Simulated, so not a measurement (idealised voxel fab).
process module | voxel transistor to metal
cross-section cut | 165 nm wide | cells 5 nm
A cross-section is a grid of square cells, given in bands from the top down. A band is one or more rows of cells.
Each band's line starts with the height of the band's top and of its bottom, in nm. Then come its materials from left to right, each with its width in nm. One material with "throughout" fills the band from edge to edge. "air" is empty space.
Height 0 is the level under which the wafer as received is all one material. The lowest band goes on downwards, as in "0 down".
A width such as "30 to 40" changes by the same amount from each row of cells to the next, from the band's top row to its bottom row.
"no change" after a step means that no cell of the cross-section changed.
closed voids: empty space of 8 cells or more with no open way to the top, each as width x height at its distance from the left edge, in nm
after a step's settings: what the simulator itself notes on the step
overlay nm, on a step with a mask: how far to the right of its planned place the mask lay; to the left if negative
plan
1 op RECEIVE | material Si
2 op OXIDIZE | depth nm 5
3 op CONFORMAL_DEP | material SiN | thk nm 15
4 op DIRECTIONAL_DEP | material aC | thk nm 10
5 op PATTERN | tone cover | mask id ACTIVE | material resist | width nm 110 | thk nm 25 | overlay nm 0
6 op DIRECTIONAL_ETCH | etch materials aC | depth nm 10
7 op STRIP | etch materials resist
8 op DIRECTIONAL_ETCH | etch materials SiN | depth nm 15
9 op DIRECTIONAL_ETCH | etch materials SiO2 | depth nm 5
10 op DIRECTIONAL_ETCH | etch materials Si | depth nm 25
11 op STRIP | etch materials aC
12 op FILL_DEP | material SiO2 | thk nm 5
13 op CMP | height nm 15
14 op SELECTIVE_ETCH | etch materials SiO2 | depth nm 10
15 op STRIP | etch materials SiN
16 op SELECTIVE_ETCH | etch materials SiO2 | depth nm 5
17 op OXIDIZE | depth nm 5
18 op DIRECTIONAL_DEP | material polySi | thk nm 30
19 op DIRECTIONAL_DEP | material SiCN | thk nm 15
20 op MASKED_ETCH | tone cover | mask id GATE | width nm 20 | etch materials SiCN | depth nm 25 | overlay nm 0
21 op MASKED_ETCH | tone cover | mask id GATE | width nm 20 | etch materials polySi | depth nm 40 | overlay nm 0
22 op CONFORMAL_DEP | material SiO2 | thk nm 5
23 op DIRECTIONAL_ETCH | etch materials SiO2 | depth nm 5
24 op CONFORMAL_DEP | material SiN | thk nm 10
25 op DIRECTIONAL_ETCH | etch materials SiN | depth nm 10
26 op DIRECTIONAL_ETCH | etch materials SiO2 | depth nm 5
27 op EPI | material pSi | thk nm 5
28 op FILL_DEP | material SiO2 | thk nm 5
29 op CMP | height nm 40
30 op DIRECTIONAL_DEP | material SiO2 | thk nm 15
31 op PATTERN | tone open | mask id CONTACT | material resist | width nm 20 | pitch nm 80 | thk nm 20 | overlay nm 0
32 op DIRECTIONAL_ETCH | etch materials SiO2 | depth nm 60
33 op STRIP | etch materials resist
34 op CONFORMAL_DEP | material TiN | thk nm 5
35 op FILL_DEP | material Ru | thk nm 5
36 op CMP | height nm 55
37 op DIRECTIONAL_DEP | material TiN | thk nm 5
38 op DIRECTIONAL_DEP | material W | thk nm 15
39 op PATTERN | tone cover | mask id METAL_1 | material resist | width nm 20 | pitch nm 80 | thk nm 20 | overlay nm 0
40 op DIRECTIONAL_ETCH | etch materials W | depth nm 15
41 op DIRECTIONAL_ETCH | etch materials TiN | depth nm 5
42 op STRIP | etch materials resist
43 op FILL_DEP | material SiO2 | thk nm 10
44 op CMP | height nm 75
45 op CONFORMAL_DEP | material SiCN | thk nm 5
46 op DIRECTIONAL_DEP | material lowk | thk nm 30
47 op PATTERN | tone open | mask id METAL_2_HOLES | material resist | width nm 15 | pitch nm 80 | thk nm 15 | overlay nm 0
48 op DIRECTIONAL_ETCH | etch materials lowk | depth nm 30
49 op STRIP | etch materials resist
50 op DIRECTIONAL_DEP | material aC | thk nm 10
51 op PATTERN | tone open | mask id METAL_2 | material resist | width nm 20 | pitch nm 80 | thk nm 30 | overlay nm 0
52 op DIRECTIONAL_ETCH | etch materials aC | depth nm 10
53 op STRIP | etch materials resist
54 op DIRECTIONAL_ETCH | etch materials lowk | depth nm 15
55 op DIRECTIONAL_ETCH | etch materials SiCN | depth nm 5
56 op STRIP | etch materials aC
57 op CONFORMAL_DEP | material TiN | thk nm 5
58 op FILL_DEP | material Cu | thk nm 10
59 op CMP | height nm 110
60 op CONFORMAL_DEP | material SiN | thk nm 5
first wafer, as planned
as received, after step 1
  0 down: Si throughout
  closed voids: none
after step 2
  0 to -5: SiO2 throughout
  below -5: unchanged
after step 3
  15 to 0: SiN throughout
  below 0: unchanged
after step 4
  25 to 15: aC throughout
  below 15: unchanged
after step 5
  50 to 25: air 25 | resist 110 | air 30
  below 25: unchanged
after step 6
  40 to 25: air 25 | resist 110 | air 30
  25 to 15: air 25 | aC 110 | air 30
  below 15: unchanged
after step 7
  25 to 15: air 25 | aC 110 | air 30
  below 15: unchanged
after step 8
  25 to 15: air 25 | aC 110 | air 30
  15 to 0: air 25 | SiN 110 | air 30
  below 0: unchanged
after step 9
  25 to 15: air 25 | aC 110 | air 30
  15 to 0: air 25 | SiN 110 | air 30
  0 to -5: air 25 | SiO2 110 | air 30
  below -5: unchanged
after step 10
  25 to 15: air 25 | aC 110 | air 30
  15 to 0: air 25 | SiN 110 | air 30
  0 to -5: air 25 | SiO2 110 | air 30
  -5 to -30: air 25 | Si 110 | air 30
  below -30: unchanged
after step 11
  15 to 0: air 25 | SiN 110 | air 30
  below 0: unchanged
after step 12
  20 to 15: SiO2 throughout
  15 to 0: SiO2 25 | SiN 110 | SiO2 30
  0 to -5: SiO2 throughout
  -5 to -30: SiO2 25 | Si 110 | SiO2 30
  below -30: unchanged
after step 13
  15 to 0: SiO2 25 | SiN 110 | SiO2 30
  below 0: unchanged
after step 14
  15 to 5: air 25 | SiN 110 | air 30
  below 5: unchanged
after step 15
  5 to 0: SiO2 25 | air 110 | SiO2 30
  below 0: unchanged
after step 16
  0 to -5: SiO2 20 | air 120 | SiO2 25
  below -5: unchanged
after step 17
  0 to -5: SiO2 20 | air 120 | SiO2 25
  -5 to -10: SiO2 throughout
  below -10: unchanged
after step 18
  30 to 25: polySi 20 | air 120 | polySi 25
  25 to 0: polySi throughout
  0 to -5: SiO2 20 | polySi 120 | SiO2 25
  below -5: unchanged
after step 19
  45 to 40: SiCN 20 | air 120 | SiCN 25
  40 to 30: SiCN throughout
  30 to 25: polySi 20 | SiCN 120 | polySi 25
  below 25: unchanged
after step 20
  40 to 30: air 70 | SiCN 20 | air 75
  30 to 25: polySi 20 | air 50 | SiCN 20 | air 50 | polySi 25
  below 25: unchanged
after step 21
  40 to 25: air 70 | SiCN 20 | air 75
  25 to 0: air 70 | polySi 20 | air 75
  0 to -5: SiO2 20 | air 50 | polySi 20 | air 50 | SiO2 25
  below -5: unchanged
after step 22
  45 to 40: air 65 | SiO2 30 | air 70
  40 to 25: air 65 | SiO2 5 | SiCN 20 | SiO2 5 | air 70
  25 to 5: air 65 | SiO2 5 | polySi 20 | SiO2 5 | air 70
  5 to 0: SiO2 25 | air 40 | SiO2 5 | polySi 20 | SiO2 5 | air 40 | SiO2 30
  0 to -5: SiO2 70 | polySi 20 | SiO2 75
  below -5: unchanged
after step 23
  40 to 25: air 65 | SiO2 5 | SiCN 20 | SiO2 5 | air 70
  25 to 0: air 65 | SiO2 5 | polySi 20 | SiO2 5 | air 70
  0 to -5: SiO2 25 | air 40 | SiO2 5 | polySi 20 | SiO2 5 | air 40 | SiO2 30
  below -5: unchanged
after step 24
  50 to 40: air 55 | SiN 50 | air 60
  40 to 25: air 55 | SiN 10 | SiO2 5 | SiCN 20 | SiO2 5 | SiN 10 | air 60
  25 to 10: air 55 | SiN 10 | SiO2 5 | polySi 20 | SiO2 5 | SiN 10 | air 60
  10 to 5: SiN 35 | air 20 | SiN 10 | SiO2 5 | polySi 20 | SiO2 5 | SiN 10 | air 20 | SiN 40
  5 to 0: SiN 65 | SiO2 5 | polySi 20 | SiO2 5 | SiN 70
  0 to -5: SiO2 25 | SiN 40 | SiO2 5 | polySi 20 | SiO2 5 | SiN 40 | SiO2 30
  below -5: unchanged
after step 25
  40 to 25: air 55 | SiN 10 | SiO2 5 | SiCN 20 | SiO2 5 | SiN 10 | air 60
  25 to 0: air 55 | SiN 10 | SiO2 5 | polySi 20 | SiO2 5 | SiN 10 | air 60
  0 to -5: SiO2 25 | SiN 10 | air 20 | SiN 10 | SiO2 5 | polySi 20 | SiO2 5 | SiN 10 | air 20 | SiN 10 | SiO2 30
  below -5: unchanged
after step 26
  40 to 35: air 55 | SiN 10 | air 5 | SiCN 20 | air 5 | SiN 10 | air 60
  35 to 25: air 55 | SiN 10 | SiO2 5 | SiCN 20 | SiO2 5 | SiN 10 | air 60
  25 to 0: air 55 | SiN 10 | SiO2 5 | polySi 20 | SiO2 5 | SiN 10 | air 60
  0 to -5: air 25 | SiN 10 | air 20 | SiN 10 | SiO2 5 | polySi 20 | SiO2 5 | SiN 10 | air 20 | SiN 10 | air 30
  -5 to -10: SiO2 35 | air 20 | SiO2 50 | air 20 | SiO2 40
  below -10: unchanged
after step 27
  40 to 35: air 55 | SiN 10 | air 5 | SiCN 20 | air 5 | SiN 10 | air 60
  35 to 25: air 55 | SiN 10 | SiO2 5 | SiCN 20 | SiO2 5 | SiN 10 | air 60
  25 to 0: air 55 | SiN 10 | SiO2 5 | polySi 20 | SiO2 5 | SiN 10 | air 60
  0 to -5: air 25 | SiN 10 | air 20 | SiN 10 | SiO2 5 | polySi 20 | SiO2 5 | SiN 10 | air 20 | SiN 10 | air 30
  -5 to -10: SiO2 35 | pSi 20 | SiO2 50 | pSi 20 | SiO2 40
  below -10: unchanged
after step 28
  45 to 40: SiO2 throughout
  40 to 25: SiO2 55 | SiN 10 | SiO2 5 | SiCN 20 | SiO2 5 | SiN 10 | SiO2 60
  25 to 0: SiO2 55 | SiN 10 | SiO2 5 | polySi 20 | SiO2 5 | SiN 10 | SiO2 60
  0 to -5: SiO2 25 | SiN 10 | SiO2 20 | SiN 10 | SiO2 5 | polySi 20 | SiO2 5 | SiN 10 | SiO2 20 | SiN 10 | SiO2 30
  below -5: unchanged
after step 29
  40 to 25: SiO2 55 | SiN 10 | SiO2 5 | SiCN 20 | SiO2 5 | SiN 10 | SiO2 60
  below 25: unchanged
after step 30
  55 to 40: SiO2 throughout
  below 40: unchanged
after step 31
  75 to 55: resist 30 | air 20 | resist 60 | air 20 | resist 35
  below 55: unchanged
after step 32
  75 to 55: resist 30 | air 20 | resist 60 | air 20 | resist 35
  55 to 40: SiO2 30 | air 20 | SiO2 60 | air 20 | SiO2 35
  40 to 25: SiO2 30 | air 20 | SiO2 5 | SiN 10 | SiO2 5 | SiCN 20 | SiO2 5 | SiN 10 | SiO2 5 | air 20 | SiO2 35
  25 to 0: SiO2 30 | air 20 | SiO2 5 | SiN 10 | SiO2 5 | polySi 20 | SiO2 5 | SiN 10 | SiO2 5 | air 20 | SiO2 35
  0 to -5: SiO2 25 | SiN 10 | air 15 | SiO2 5 | SiN 10 | SiO2 5 | polySi 20 | SiO2 5 | SiN 10 | SiO2 5 | air 15 | SiN 10 | SiO2 30
  below -5: unchanged
after step 33
  55 to 40: SiO2 30 | air 20 | SiO2 60 | air 20 | SiO2 35
  below 40: unchanged
after step 34
  60 to 55: TiN 35 | air 10 | TiN 70 | air 10 | TiN 40
  55 to 40: SiO2 30 | TiN 5 | air 10 | TiN 5 | SiO2 60 | TiN 5 | air 10 | TiN 5 | SiO2 35
  40 to 25: SiO2 30 | TiN 5 | air 10 | TiN 5 | SiO2 5 | SiN 10 | SiO2 5 | SiCN 20 | SiO2 5 | SiN 10 | SiO2 5 | TiN 5 | air 10 | TiN 5 | SiO2 35
  25 to 5: SiO2 30 | TiN 5 | air 10 | TiN 5 | SiO2 5 | SiN 10 | SiO2 5 | polySi 20 | SiO2 5 | SiN 10 | SiO2 5 | TiN 5 | air 10 | TiN 5 | SiO2 35
  5 to 0: SiO2 30 | TiN 10 | air 5 | TiN 5 | SiO2 5 | SiN 10 | SiO2 5 | polySi 20 | SiO2 5 | SiN 10 | SiO2 5 | TiN 5 | air 5 | TiN 10 | SiO2 35
  0 to -5: SiO2 25 | SiN 10 | TiN 15 | SiO2 5 | SiN 10 | SiO2 5 | polySi 20 | SiO2 5 | SiN 10 | SiO2 5 | TiN 15 | SiN 10 | SiO2 30
  below -5: unchanged
after step 35
  65 to 60: Ru throughout
  60 to 55: TiN 35 | Ru 10 | TiN 70 | Ru 10 | TiN 40
  55 to 40: SiO2 30 | TiN 5 | Ru 10 | TiN 5 | SiO2 60 | TiN 5 | Ru 10 | TiN 5 | SiO2 35
  40 to 25: SiO2 30 | TiN 5 | Ru 10 | TiN 5 | SiO2 5 | SiN 10 | SiO2 5 | SiCN 20 | SiO2 5 | SiN 10 | SiO2 5 | TiN 5 | Ru 10 | TiN 5 | SiO2 35
  25 to 5: SiO2 30 | TiN 5 | Ru 10 | TiN 5 | SiO2 5 | SiN 10 | SiO2 5 | polySi 20 | SiO2 5 | SiN 10 | SiO2 5 | TiN 5 | Ru 10 | TiN 5 | SiO2 35
  5 to 0: SiO2 30 | TiN 10 | Ru 5 | TiN 5 | SiO2 5 | SiN 10 | SiO2 5 | polySi 20 | SiO2 5 | SiN 10 | SiO2 5 | TiN 5 | Ru 5 | TiN 10 | SiO2 35
  below 0: unchanged
after step 36
  55 to 40: SiO2 30 | TiN 5 | Ru 10 | TiN 5 | SiO2 60 | TiN 5 | Ru 10 | TiN 5 | SiO2 35
  below 40: unchanged
after step 37
  60 to 55: TiN throughout
  below 55: unchanged
after step 38
  75 to 60: W throughout
  below 60: unchanged
after step 39
  95 to 75: air 30 | resist 20 | air 60 | resist 20 | air 35
  below 75: unchanged
after step 40
  95 to 75: air 30 | resist 20 | air 60 | resist 20 | air 35
  75 to 60: air 30 | W 20 | air 60 | W 20 | air 35
  below 60: unchanged
after step 41
  95 to 75: air 30 | resist 20 | air 60 | resist 20 | air 35
  75 to 60: air 30 | W 20 | air 60 | W 20 | air 35
  60 to 55: air 30 | TiN 20 | air 60 | TiN 20 | air 35
  below 55: unchanged
after step 42
  75 to 60: air 30 | W 20 | air 60 | W 20 | air 35
  below 60: unchanged
after step 43
  85 to 75: SiO2 throughout
  75 to 60: SiO2 30 | W 20 | SiO2 60 | W 20 | SiO2 35
  60 to 55: SiO2 30 | TiN 20 | SiO2 60 | TiN 20 | SiO2 35
  below 55: unchanged
after step 44
  75 to 60: SiO2 30 | W 20 | SiO2 60 | W 20 | SiO2 35
  below 60: unchanged
after step 45
  80 to 75: SiCN throughout
  below 75: unchanged
after step 46
  110 to 80: lowk throughout
  below 80: unchanged
after step 47
  125 to 110: resist 30 | air 15 | resist 65 | air 15 | resist 40
  below 110: unchanged
after step 48
  125 to 110: resist 30 | air 15 | resist 65 | air 15 | resist 40
  110 to 80: lowk 30 | air 15 | lowk 65 | air 15 | lowk 40
  below 80: unchanged
after step 49
  110 to 80: lowk 30 | air 15 | lowk 65 | air 15 | lowk 40
  below 80: unchanged
after step 50
  120 to 110: aC 30 | air 15 | aC 65 | air 15 | aC 40
  110 to 90: lowk 30 | air 15 | lowk 65 | air 15 | lowk 40
  90 to 80: lowk 30 | aC 15 | lowk 65 | aC 15 | lowk 40
  below 80: unchanged
after step 51
  150 to 120: resist 30 | air 20 | resist 60 | air 20 | resist 35
  below 120: unchanged
after step 52
  140 to 120: resist 30 | air 20 | resist 60 | air 20 | resist 35
  120 to 110: aC 30 | air 20 | aC 60 | air 20 | aC 35
  110 to 80: lowk 30 | air 15 | lowk 65 | air 15 | lowk 40
  below 80: unchanged
after step 53
  120 to 110: aC 30 | air 20 | aC 60 | air 20 | aC 35
  below 110: unchanged
after step 54
  120 to 110: aC 30 | air 20 | aC 60 | air 20 | aC 35
  110 to 95: lowk 30 | air 20 | lowk 60 | air 20 | lowk 35
  below 95: unchanged
after step 55
  120 to 110: aC 30 | air 20 | aC 60 | air 20 | aC 35
  110 to 95: lowk 30 | air 20 | lowk 60 | air 20 | lowk 35
  95 to 80: lowk 30 | air 15 | lowk 65 | air 15 | lowk 40
  80 to 75: SiCN 30 | air 15 | SiCN 65 | air 15 | SiCN 40
  below 75: unchanged
after step 56
  110 to 95: lowk 30 | air 20 | lowk 60 | air 20 | lowk 35
  below 95: unchanged
after step 57
  115 to 110: TiN 35 | air 10 | TiN 70 | air 10 | TiN 40
  110 to 100: lowk 30 | TiN 5 | air 10 | TiN 5 | lowk 60 | TiN 5 | air 10 | TiN 5 | lowk 35
  100 to 95: lowk 30 | TiN 5 | air 5 | TiN 10 | lowk 60 | TiN 5 | air 5 | TiN 10 | lowk 35
  95 to 80: lowk 30 | TiN 5 | air 5 | TiN 5 | lowk 65 | TiN 5 | air 5 | TiN 5 | lowk 40
  80 to 75: SiCN 30 | TiN 15 | SiCN 65 | TiN 15 | SiCN 40
  below 75: unchanged
after step 58
  125 to 115: Cu throughout
  115 to 110: TiN 35 | Cu 10 | TiN 70 | Cu 10 | TiN 40
  110 to 100: lowk 30 | TiN 5 | Cu 10 | TiN 5 | lowk 60 | TiN 5 | Cu 10 | TiN 5 | lowk 35
  100 to 95: lowk 30 | TiN 5 | Cu 5 | TiN 10 | lowk 60 | TiN 5 | Cu 5 | TiN 10 | lowk 35
  95 to 80: lowk 30 | TiN 5 | Cu 5 | TiN 5 | lowk 65 | TiN 5 | Cu 5 | TiN 5 | lowk 40
  below 80: unchanged
after step 59
  110 to 100: lowk 30 | TiN 5 | Cu 10 | TiN 5 | lowk 60 | TiN 5 | Cu 10 | TiN 5 | lowk 35
  below 100: unchanged
after step 60
  115 to 110: SiN throughout
  below 110: unchanged
second wafer: like start, like plan, one mistake. Through step 19 it matches the first wafer
when step 20 should have ended
  45 to 40: SiCN 20 | air 120 | SiCN 25
  40 to 30: SiCN 70 | air 20 | SiCN 75
  30 to 25: polySi 20 | SiCN 50 | air 20 | SiCN 50 | polySi 25
  below 25: unchanged
when step 21 should have ended: no change
when step 22 should have ended
  50 to 45: SiO2 25 | air 110 | SiO2 30
  45 to 40: SiCN 20 | SiO2 55 | air 10 | SiO2 55 | SiCN 25
  40 to 30: SiCN 70 | SiO2 5 | air 10 | SiO2 5 | SiCN 75
  30 to 25: polySi 20 | SiCN 50 | SiO2 20 | SiCN 50 | polySi 25
  below 25: unchanged
when step 23 should have ended
  45 to 40: SiCN 20 | SiO2 5 | air 110 | SiO2 5 | SiCN 25
  40 to 30: SiCN 70 | SiO2 5 | air 10 | SiO2 5 | SiCN 75
  30 to 25: polySi 20 | SiCN 50 | SiO2 5 | air 10 | SiO2 5 | SiCN 50 | polySi 25
  below 25: unchanged
when step 24 should have ended
  55 to 50: SiN 35 | air 90 | SiN 40
  50 to 45: SiN throughout
  45 to 40: SiCN 20 | SiO2 5 | SiN 110 | SiO2 5 | SiCN 25
  40 to 30: SiCN 70 | SiO2 5 | SiN 10 | SiO2 5 | SiCN 75
  30 to 25: polySi 20 | SiCN 50 | SiO2 5 | SiN 10 | SiO2 5 | SiCN 50 | polySi 25
  below 25: unchanged
when step 25 should have ended
  45 to 40: SiCN 20 | SiO2 5 | SiN 10 | air 90 | SiN 10 | SiO2 5 | SiCN 25
  below 40: unchanged
when step 26 should have ended
  45 to 40: SiCN 20 | air 5 | SiN 10 | air 90 | SiN 10 | air 5 | SiCN 25
  40 to 35: SiCN 70 | air 5 | SiN 10 | air 5 | SiCN 75
  below 35: unchanged
when step 27 should have ended: no change
when step 28 should have ended
  50 to 45: SiO2 throughout
  45 to 40: SiCN 20 | SiO2 5 | SiN 10 | SiO2 90 | SiN 10 | SiO2 5 | SiCN 25
  40 to 30: SiCN 70 | SiO2 5 | SiN 10 | SiO2 5 | SiCN 75
  below 30: unchanged
when step 29 should have ended
  40 to 30: SiCN 70 | SiO2 5 | SiN 10 | SiO2 5 | SiCN 75
  below 30: unchanged
when step 30 should have ended
  55 to 40: SiO2 throughout
  below 40: unchanged
when step 31 should have ended
  75 to 55: resist 30 | air 20 | resist 60 | air 20 | resist 35
  below 55: unchanged
when step 32 should have ended
  75 to 55: resist 30 | air 20 | resist 60 | air 20 | resist 35
  55 to 40: SiO2 30 | air 20 | SiO2 60 | air 20 | SiO2 35
  below 40: unchanged
when step 33 should have ended
  55 to 40: SiO2 30 | air 20 | SiO2 60 | air 20 | SiO2 35
  below 40: unchanged
when step 34 should have ended
  60 to 55: TiN 35 | air 10 | TiN 70 | air 10 | TiN 40
  55 to 45: SiO2 30 | TiN 5 | air 10 | TiN 5 | SiO2 60 | TiN 5 | air 10 | TiN 5 | SiO2 35
  45 to 40: SiO2 30 | TiN 20 | SiO2 60 | TiN 20 | SiO2 35
  below 40: unchanged
when step 35 should have ended
  65 to 60: Ru throughout
  60 to 55: TiN 35 | Ru 10 | TiN 70 | Ru 10 | TiN 40
  55 to 45: SiO2 30 | TiN 5 | Ru 10 | TiN 5 | SiO2 60 | TiN 5 | Ru 10 | TiN 5 | SiO2 35
  below 45: unchanged
when step 36 should have ended
  55 to 45: SiO2 30 | TiN 5 | Ru 10 | TiN 5 | SiO2 60 | TiN 5 | Ru 10 | TiN 5 | SiO2 35
  below 45: unchanged
when step 37 should have ended
  60 to 55: TiN throughout
  below 55: unchanged
when step 38 should have ended
  75 to 60: W throughout
  below 60: unchanged
when step 39 should have ended
  95 to 75: air 30 | resist 20 | air 60 | resist 20 | air 35
  below 75: unchanged
when step 40 should have ended
  95 to 75: air 30 | resist 20 | air 60 | resist 20 | air 35
  75 to 60: air 30 | W 20 | air 60 | W 20 | air 35
  below 60: unchanged
when step 41 should have ended
  95 to 75: air 30 | resist 20 | air 60 | resist 20 | air 35
  75 to 60: air 30 | W 20 | air 60 | W 20 | air 35
  60 to 55: air 30 | TiN 20 | air 60 | TiN 20 | air 35
  below 55: unchanged
when step 42 should have ended
  75 to 60: air 30 | W 20 | air 60 | W 20 | air 35
  below 60: unchanged
when step 43 should have ended
  85 to 75: SiO2 throughout
  75 to 60: SiO2 30 | W 20 | SiO2 60 | W 20 | SiO2 35
  60 to 55: SiO2 30 | TiN 20 | SiO2 60 | TiN 20 | SiO2 35
  below 55: unchanged
when step 44 should have ended
  75 to 60: SiO2 30 | W 20 | SiO2 60 | W 20 | SiO2 35
  below 60: unchanged
when step 45 should have ended
  80 to 75: SiCN throughout
  below 75: unchanged
when step 46 should have ended
  110 to 80: lowk throughout
  below 80: unchanged
when step 47 should have ended
  125 to 110: resist 30 | air 15 | resist 65 | air 15 | resist 40
  below 110: unchanged
when step 48 should have ended
  125 to 110: resist 30 | air 15 | resist 65 | air 15 | resist 40
  110 to 80: lowk 30 | air 15 | lowk 65 | air 15 | lowk 40
  below 80: unchanged
when step 49 should have ended
  110 to 80: lowk 30 | air 15 | lowk 65 | air 15 | lowk 40
  below 80: unchanged
when step 50 should have ended
  120 to 110: aC 30 | air 15 | aC 65 | air 15 | aC 40
  110 to 90: lowk 30 | air 15 | lowk 65 | air 15 | lowk 40
  90 to 80: lowk 30 | aC 15 | lowk 65 | aC 15 | lowk 40
  below 80: unchanged
when step 51 should have ended
  150 to 120: resist 30 | air 20 | resist 60 | air 20 | resist 35
  below 120: unchanged
when step 52 should have ended
  140 to 120: resist 30 | air 20 | resist 60 | air 20 | resist 35
  120 to 110: aC 30 | air 20 | aC 60 | air 20 | aC 35
  110 to 80: lowk 30 | air 15 | lowk 65 | air 15 | lowk 40
  below 80: unchanged
when step 53 should have ended
  120 to 110: aC 30 | air 20 | aC 60 | air 20 | aC 35
  below 110: unchanged
when step 54 should have ended
  120 to 110: aC 30 | air 20 | aC 60 | air 20 | aC 35
  110 to 95: lowk 30 | air 20 | lowk 60 | air 20 | lowk 35
  below 95: unchanged
when step 55 should have ended
  120 to 110: aC 30 | air 20 | aC 60 | air 20 | aC 35
  110 to 95: lowk 30 | air 20 | lowk 60 | air 20 | lowk 35
  95 to 80: lowk 30 | air 15 | lowk 65 | air 15 | lowk 40
  80 to 75: SiCN 30 | air 15 | SiCN 65 | air 15 | SiCN 40
  below 75: unchanged
when step 56 should have ended
  110 to 95: lowk 30 | air 20 | lowk 60 | air 20 | lowk 35
  below 95: unchanged
when step 57 should have ended
  115 to 110: TiN 35 | air 10 | TiN 70 | air 10 | TiN 40
  110 to 100: lowk 30 | TiN 5 | air 10 | TiN 5 | lowk 60 | TiN 5 | air 10 | TiN 5 | lowk 35
  100 to 95: lowk 30 | TiN 5 | air 5 | TiN 10 | lowk 60 | TiN 5 | air 5 | TiN 10 | lowk 35
  95 to 80: lowk 30 | TiN 5 | air 5 | TiN 5 | lowk 65 | TiN 5 | air 5 | TiN 5 | lowk 40
  80 to 75: SiCN 30 | TiN 15 | SiCN 65 | TiN 15 | SiCN 40
  below 75: unchanged
when step 58 should have ended
  125 to 115: Cu throughout
  115 to 110: TiN 35 | Cu 10 | TiN 70 | Cu 10 | TiN 40
  110 to 100: lowk 30 | TiN 5 | Cu 10 | TiN 5 | lowk 60 | TiN 5 | Cu 10 | TiN 5 | lowk 35
  100 to 95: lowk 30 | TiN 5 | Cu 5 | TiN 10 | lowk 60 | TiN 5 | Cu 5 | TiN 10 | lowk 35
  95 to 80: lowk 30 | TiN 5 | Cu 5 | TiN 5 | lowk 65 | TiN 5 | Cu 5 | TiN 5 | lowk 40
  below 80: unchanged
when step 59 should have ended
  110 to 100: lowk 30 | TiN 5 | Cu 10 | TiN 5 | lowk 60 | TiN 5 | Cu 10 | TiN 5 | lowk 35
  below 100: unchanged
when step 60 should have ended
  115 to 110: SiN throughout
  below 110: unchanged
what went wrong: step 20 ran as: op MASKED_ETCH | tone open | mask id GATE | width nm 20 | etch materials SiCN | depth nm 25 | overlay nm 0
at the end the second wafer has, in cells: 34 fewer of Ru | 66 more of SiCN | 34 fewer of SiN | 128 fewer of SiO2 | 36 fewer of TiN | 8 fewer of pSi | 174 more of polySi
